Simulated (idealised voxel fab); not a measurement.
Herein follows the process module entitled voxel transistor to metal.
Section cut is 165 nm wide and gridded with 5 nm square cells.
This document writes a cross-section as a grid whose cells are square, and gives it as bands, listed from the top down; one or more rows of cells form a band.
Look at the band entry: it leads with the top's height and the bottom's height in nm. Then it lists the materials left to right, with a width in nm for each. The word "throughout" on a single material says that material fills the band edge to edge. The word "blank" is empty space.
Heights are expressed relative to 0, this being the level below which the as-received wafer comprises one material exclusively. The lowest band is unbounded in the downward direction and is denoted as in "top 0, no bottom".
A width given as "30..40" starts at the first number in the band's top row and ends at the second number in its bottom row, shifting by an equal amount at every step from row to row.
A step reported as "all unchanged" is a step in which no cell of the cross-section changed.
You'll see "Sealed void listing" listing empty spaces that have no way open to the top, as long as they're 8 cells or more; the notation is width x height at distance, where the distance is from the left edge, and all of it is in nm.
What comes after the settings on a step's line is commentary from the simulator itself on that step.
A step's line can hold "overlay nm"; with a mask on that step, the setting says how far right of the planned place the mask lay, while a negative setting says it lay to the left.

## The following list gives the planned process steps
step 1: RECEIVE,material Si
step 2: OXIDIZE,depth nm 5
step 3: CONFORMAL_DEP,material SiN,thk nm 15
step 4: DIRECTIONAL_DEP,material aC,thk nm 10
step 5: PATTERN,tone cover,mask id ACTIVE,material resist,width nm 115,thk nm 25,overlay nm 0
step 6: DIRECTIONAL_ETCH,etch materials aC,depth nm 10
step 7: STRIP,etch materials resist
step 8: DIRECTIONAL_ETCH,etch materials SiN,depth nm 15
step 9: DIRECTIONAL_ETCH,etch materials SiO2,depth nm 5
step 10: DIRECTIONAL_ETCH,etch materials Si,depth nm 25
step 11: STRIP,etch materials aC
step 12: OXIDIZE,depth nm 5
step 13: FILL_DEP,material SiO2,thk nm 15
step 14: CMP,height nm 15
step 15: SELECTIVE_ETCH,etch materials SiO2,depth nm 5
step 16: STRIP,etch materials SiN
step 17: SELECTIVE_ETCH,etch materials SiO2,depth nm 5
step 18: OXIDIZE,depth nm 5
step 19: DIRECTIONAL_DEP,material polySi,thk nm 25
step 20: DIRECTIONAL_DEP,material SiCN,thk nm 15
step 21: PATTERN,tone cover,mask id GATE,material resist,width nm 35,thk nm 20,overlay nm 0
step 22: DIRECTIONAL_ETCH,etch materials SiCN,depth nm 25
step 23: DIRECTIONAL_ETCH,etch materials polySi,depth nm 35
step 24: STRIP,etch materials resist
step 25: CONFORMAL_DEP,material SiN,thk nm 5
step 26: DIRECTIONAL_ETCH,etch materials SiN,depth nm 5
step 27: DIRECTIONAL_ETCH,etch materials SiO2,depth nm 5
step 28: DIRECTIONAL_ETCH,etch materials Si,depth nm 15
step 29: EPI,material pSi,thk nm 15
step 30: FILL_DEP,material SiO2,thk nm 10
step 31: CMP,height nm 20
step 32: STRIP,etch materials polySi
step 33: SELECTIVE_ETCH,etch materials SiO2,depth nm 5
step 34: CONFORMAL_DEP,material HfO2,thk nm 5
step 35: CONFORMAL_DEP,material TiN,thk nm 5
step 36: FILL_DEP,material W,thk nm 5
step 37: CMP,height nm 15
step 38: DIRECTIONAL_DEP,material SiO2,thk nm 15
step 39: DIRECTIONAL_DEP,material aC,thk nm 15
step 40: PATTERN,tone open,mask id CONTACT,material resist,width nm 15,pitch nm 80,thk nm 35,overlay nm 0
step 41: DIRECTIONAL_ETCH,etch materials aC,depth nm 15
step 42: STRIP,etch materials resist
step 43: DIRECTIONAL_ETCH,etch materials SiO2,depth nm 40
step 44: STRIP,etch materials aC
step 45: CONFORMAL_DEP,material TiN,thk nm 5
step 46: FILL_DEP,material W,thk nm 10
step 47: CMP,height nm 30
step 48: CONFORMAL_DEP,material SiCN,thk nm 5
step 49: DIRECTIONAL_DEP,material lowk,thk nm 20
step 50: PATTERN,tone open,mask id METAL_1,material resist,width nm 15,pitch nm 80,thk nm 15,overlay nm 0
step 51: DIRECTIONAL_ETCH,etch materials lowk,depth nm 20
step 52: DIRECTIONAL_ETCH,etch materials SiCN,depth nm 5
step 53: STRIP,etch materials resist
step 54: CONFORMAL_DEP,material TiN,thk nm 5
step 55: FILL_DEP,material Cu,thk nm 5
step 56: CMP,height nm 55
step 57: CONFORMAL_DEP,material SiCN,thk nm 5
step 58: DIRECTIONAL_DEP,material SiO2,thk nm 35
step 59: PATTERN,tone open,mask id METAL_2,material resist,width nm 15,pitch nm 80,thk nm 20,overlay nm 0
step 60: DIRECTIONAL_ETCH,etch materials SiO2,depth nm 20
step 61: STRIP,etch materials resist
step 62: MASKED_ETCH,tone open,mask id METAL_2_HOLES,width nm 15,pitch nm 80,etch materials SiO2,depth nm 15,overlay nm 0
step 63: MASKED_ETCH,tone open,mask id METAL_2_HOLES,width nm 15,pitch nm 80,etch materials SiCN,depth nm 5,overlay nm 0
step 64: CONFORMAL_DEP,material TiN,thk nm 5
step 65: FILL_DEP,material Ru,thk nm 10
step 66: CMP,height nm 95
step 67: CONFORMAL_DEP,material SiCN,thk nm 5

## Cross-sectional view of the wafer in its as-received condition, corresponding to the state after step 1
    top 0, no bottom = Si throughout
    Sealed void listing: none

## End-of-module XS, first of two wafers, run as planned
    top 100, bottom 95 = SiCN throughout
    top 95, bottom 60 = 35 SiO2 | 5 TiN | 5 Ru | 5 TiN | 65 SiO2 | 5 TiN | 5 Ru | 5 TiN | 35 SiO2
    top 60, bottom 55 = 35 SiCN | 15 TiN | 65 SiCN | 15 TiN | 35 SiCN
    top 55, bottom 35 = 35 lowk | 5 TiN | 5 Cu | 5 TiN | 65 lowk | 5 TiN | 5 Cu | 5 TiN | 35 lowk
    top 35, bottom 30 = 35 SiCN | 15 TiN | 65 SiCN | 15 TiN | 35 SiCN
    top 30, bottom 15 = 35 SiO2 | 5 TiN | 5 W | 5 TiN | 65 SiO2 | 5 TiN | 5 W | 5 TiN | 35 SiO2
    top 15, bottom 10 = 35 SiO2 | 5 TiN | 5 W | 5 TiN | 10 SiO2 | 5 SiN | 5 HfO2 | 5 TiN | 15 W | 5 TiN | 5 HfO2 | 5 SiN | 10 SiO2 | 5 TiN | 5 W | 5 TiN | 35 SiO2
    top 10, bottom 5 = 35 SiO2 | 15 TiN | 10 SiO2 | 5 SiN | 5 HfO2 | 5 TiN | 15 W | 5 TiN | 5 HfO2 | 5 SiN | 10 SiO2 | 15 TiN | 35 SiO2
    top 5, bottom 0 = 20 SiO2 | 5 SiN | 10 SiO2 | 10 TiN | 15 pSi | 5 SiN | 5 HfO2 | 5 TiN | 15 W | 5 TiN | 5 HfO2 | 5 SiN | 15 pSi | 10 TiN | 10 SiO2 | 5 SiN | 20 SiO2
    top 0, bottom -5 = 20 SiO2 | 5 SiN | 10 SiO2 | 10 TiN | 15 pSi | 5 SiN | 5 HfO2 | 25 TiN | 5 HfO2 | 5 SiN | 15 pSi | 10 TiN | 10 SiO2 | 5 SiN | 20 SiO2
    top -5, bottom -10 = 35 SiO2 | 10 TiN | 15 pSi | 45 HfO2 | 15 pSi | 10 TiN | 35 SiO2
    top -10, bottom -25 = 30 SiO2 | 30 pSi | 45 Si | 30 pSi | 30 SiO2
    top -25, bottom -35 = 30 SiO2 | 105 Si | 30 SiO2
    top -35, no bottom = Si throughout
    Sealed void listing: none

## Now the second wafer, cross-sectioned at the end of the module. Nothing different at the start, nothing different in the plan compared with the first, just one mistake when it was actually run
    top 100, bottom 95 = SiCN throughout
    top 95, bottom 60 = 35 SiO2 | 5 TiN | 5 Ru | 5 TiN | 65 SiO2 | 5 TiN | 5 Ru | 5 TiN | 35 SiO2
    top 60, bottom 55 = 35 SiCN | 15 TiN | 65 SiCN | 15 TiN | 35 SiCN
    top 55, bottom 35 = 35 lowk | 5 TiN | 5 Cu | 5 TiN | 65 lowk | 5 TiN | 5 Cu | 5 TiN | 35 lowk
    top 35, bottom 30 = 35 SiCN | 15 TiN | 65 SiCN | 15 TiN | 35 SiCN
    top 30, bottom 15 = 35 SiO2 | 5 TiN | 5 W | 5 TiN | 65 SiO2 | 5 TiN | 5 W | 5 TiN | 35 SiO2
    top 15, bottom 10 = 35 SiO2 | 5 TiN | 5 W | 5 TiN | 10 SiO2 | 5 SiN | 5 HfO2 | 5 TiN | 15 W | 5 TiN | 5 HfO2 | 5 SiN | 10 SiO2 | 5 TiN | 5 W | 5 TiN | 35 SiO2
    top 10, bottom 5 = 35 SiO2 | 15 TiN | 10 SiO2 | 5 SiN | 5 HfO2 | 5 TiN | 15 W | 5 TiN | 5 HfO2 | 5 SiN | 10 SiO2 | 15 TiN | 35 SiO2
    top 5, bottom 0 = 25 SiO2 | 5 SiN | 5 SiO2 | 10 TiN | 15 pSi | 5 SiN | 5 HfO2 | 5 TiN | 15 W | 5 TiN | 5 HfO2 | 5 SiN | 15 pSi | 10 TiN | 10 SiO2 | 5 SiN | 20 SiO2
    top 0, bottom -5 = 25 SiO2 | 5 SiN | 5 SiO2 | 10 TiN | 15 pSi | 5 SiN | 5 HfO2 | 25 TiN | 5 HfO2 | 5 SiN | 15 pSi | 10 TiN | 10 SiO2 | 5 SiN | 20 SiO2
    top -5, bottom -10 = 35 SiO2 | 10 TiN | 15 pSi | 45 HfO2 | 15 pSi | 10 TiN | 35 SiO2
    top -10, bottom -25 = 35 SiO2 | 25 pSi | 45 Si | 30 pSi | 30 SiO2
    top -25, bottom -35 = 35 SiO2 | 100 Si | 30 SiO2
    top -35, no bottom = Si throughout
    Sealed void listing: none
So what did we get wrong on this run? step 5 ran differently from the plan; actual operation with settings: PATTERN,tone cover,mask id ACTIVE,material resist,width nm 110,thk nm 25,overlay nm 0
Materials where the second wafer ends with more or fewer cells than the first: 2 fewer of Si, 5 more of SiO2, 3 fewer of pSi
